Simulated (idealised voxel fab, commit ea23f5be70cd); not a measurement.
Process module in this document: voxel gate over fins
It is cross-section cut that appears here, measuring 150 nm in width, its square cells being 5 nm in size.
When this document writes out a cross-section, it uses a grid of square cells and lists it as bands, beginning at the top and moving down, with a band standing for one or more rows of cells. Top height, bottom height, nm. Materials left to right, width each, nm. Single material + "full width" = fills band edge to edge. "air" = empty. Heads up on the height convention: 0 is the point under which the incoming wafer is all one material, and the lowest band has no bottom, it just keeps going down, like "from 0 down". Quick explanation for "30->40": the width changes in equal steps down the rows of cells, from the first number in the band's top row to the second number in its bottom row. Take "nothing changed" at face value: in the step it is given for, the cross-section changed in none of its cells. Heads up: "Closed internal voids" only lists the empty pockets with no open path to the top that are 8 cells or more, and it writes them as width x height at distance, distance from the left edge, in nm. Anything after a step's settings on that line? It's the simulator's own note about the step. overlay nm: mask offset rightward from planned place, masked step; negative means leftward offset.

Steps planned for the process
1: RECEIVE with material Si
2: CONFORMAL_DEP with material SiN, thk nm 5
3: MASKED_ETCH with tone cover, mask id FINS, width nm 15, pitch nm 60, etch materials SiN, depth nm 5, overlay nm 0
4: MASKED_ETCH with tone cover, mask id FINS, width nm 15, pitch nm 60, etch materials Si, depth nm 40, overlay nm 0
5: OXIDIZE with depth nm 5
6: FILL_DEP with material SiO2, thk nm 5
7: CMP with height nm 5
8: DIRECTIONAL_DEP with material aC, thk nm 15
9: PATTERN with tone open, mask id RAIL, material resist, width nm 15, thk nm 35, overlay nm 0
10: DIRECTIONAL_ETCH with etch materials aC, depth nm 15
11: STRIP with etch materials resist
12: DIRECTIONAL_ETCH with etch materials SiO2, depth nm 40
13: STRIP with etch materials aC
14: CONFORMAL_DEP with material TiN, thk nm 5
15: FILL_DEP with material W, thk nm 10
16: CMP with height nm 5
17: SELECTIVE_ETCH with etch materials W Ru TiN, depth nm 25
18: FILL_DEP with material SiO2, thk nm 5
19: CMP with height nm 5
20: SELECTIVE_ETCH with etch materials SiO2, depth nm 20
21: STRIP with etch materials SiN
22: CONFORMAL_DEP with material HfO2, thk nm 5
23: CONFORMAL_DEP with material TiN, thk nm 5
24: FILL_DEP with material W, thk nm 10
25: CMP with height nm 15
26: CONFORMAL_DEP with material SiCN, thk nm 5

So this is the incoming wafer in cross-section - it's already been through step 1
* from 0 down | Si full width
* Closed internal voids: none

First of two wafers, end-of-module section, run followed plan
* from 20 to 15 | SiCN full width
* from 15 to 10 | W full width
* from 10 to 5 | W 30 nm; TiN 25 nm; W 35 nm; TiN 25 nm; W 35 nm
* from 5 to 0 | W 30 nm; TiN 5 nm; HfO2 15 nm; TiN 5 nm; W 35 nm; TiN 5 nm; HfO2 15 nm; TiN 5 nm; W 35 nm
* from 0 to -5 | W 30 nm; TiN 5 nm; HfO2 5 nm; Si 5 nm; HfO2 5 nm; TiN 5 nm; W 35 nm; TiN 5 nm; HfO2 5 nm; Si 5 nm; HfO2 5 nm; TiN 5 nm; W 35 nm
* from -5 to -10 | TiN 35 nm; HfO2 5 nm; Si 5 nm; HfO2 5 nm; TiN 45 nm; HfO2 5 nm; Si 5 nm; HfO2 5 nm; TiN 40 nm
* from -10 to -15 | HfO2 40 nm; Si 5 nm; HfO2 55 nm; Si 5 nm; HfO2 45 nm
* from -15 to -20 | SiO2 40 nm; Si 5 nm; SiO2 55 nm; Si 5 nm; SiO2 45 nm
* from -20 to -30 | SiO2 40 nm; Si 5 nm; SiO2 20 nm; TiN 5 nm; W 5 nm; TiN 5 nm; SiO2 20 nm; Si 5 nm; SiO2 45 nm
* from -30 to -35 | SiO2 40 nm; Si 5 nm; SiO2 20 nm; TiN 15 nm; SiO2 20 nm; Si 5 nm; SiO2 45 nm
* from -35 to -45 | SiO2 40 nm; Si 5 nm; SiO2 55 nm; Si 5 nm; SiO2 45 nm
* from -45 down | Si full width
* Closed internal voids: none

Second wafer cross-section at end of module - shared start and plan with the first, one mistake in the run
* from 20 to 15 | SiCN full width
* from 15 to 10 | W full width
* from 10 to 5 | W 30 nm; TiN 25 nm; W 35 nm; TiN 25 nm; W 35 nm
* from 5 to 0 | W 30 nm; TiN 5 nm; HfO2 15 nm; TiN 5 nm; W 35 nm; TiN 5 nm; HfO2 15 nm; TiN 5 nm; W 35 nm
* from 0 to -10 | W 30 nm; TiN 5 nm; HfO2 5 nm; Si 5 nm; HfO2 5 nm; TiN 5 nm; W 35 nm; TiN 5 nm; HfO2 5 nm; Si 5 nm; HfO2 5 nm; TiN 5 nm; W 35 nm
* from -10 to -15 | W 30 nm; TiN 5 nm; HfO2 5 nm; Si 5 nm; HfO2 5 nm; TiN 45 nm; HfO2 5 nm; Si 5 nm; HfO2 5 nm; TiN 5 nm; W 35 nm
* from -15 to -20 | W 30 nm; TiN 5 nm; HfO2 5 nm; Si 5 nm; HfO2 5 nm; TiN 10 nm; HfO2 25 nm; TiN 10 nm; HfO2 5 nm; Si 5 nm; HfO2 5 nm; TiN 5 nm; W 35 nm
* from -20 to -25 | W 30 nm; TiN 5 nm; HfO2 5 nm; Si 5 nm; HfO2 5 nm; TiN 10 nm; HfO2 5 nm; TiN 5 nm; W 5 nm; TiN 5 nm; HfO2 5 nm; TiN 10 nm; HfO2 5 nm; Si 5 nm; HfO2 5 nm; TiN 5 nm; W 35 nm
* from -25 to -30 | TiN 35 nm; HfO2 5 nm; Si 5 nm; HfO2 5 nm; TiN 10 nm; HfO2 5 nm; TiN 5 nm; W 5 nm; TiN 5 nm; HfO2 5 nm; TiN 10 nm; HfO2 5 nm; Si 5 nm; HfO2 5 nm; TiN 40 nm
* from -30 to -35 | HfO2 40 nm; Si 5 nm; HfO2 20 nm; TiN 15 nm; HfO2 20 nm; Si 5 nm; HfO2 45 nm
* from -35 to -45 | SiO2 40 nm; Si 5 nm; SiO2 55 nm; Si 5 nm; SiO2 45 nm
* from -45 down | Si full width
* Closed internal voids: none
Run error: heads up, step 20 of the plan got done twice
Bottom line after processing is that, in cells, the second wafer is up or down on some materials versus the first: +22 HfO2; -103 SiO2; +22 TiN; +59 W
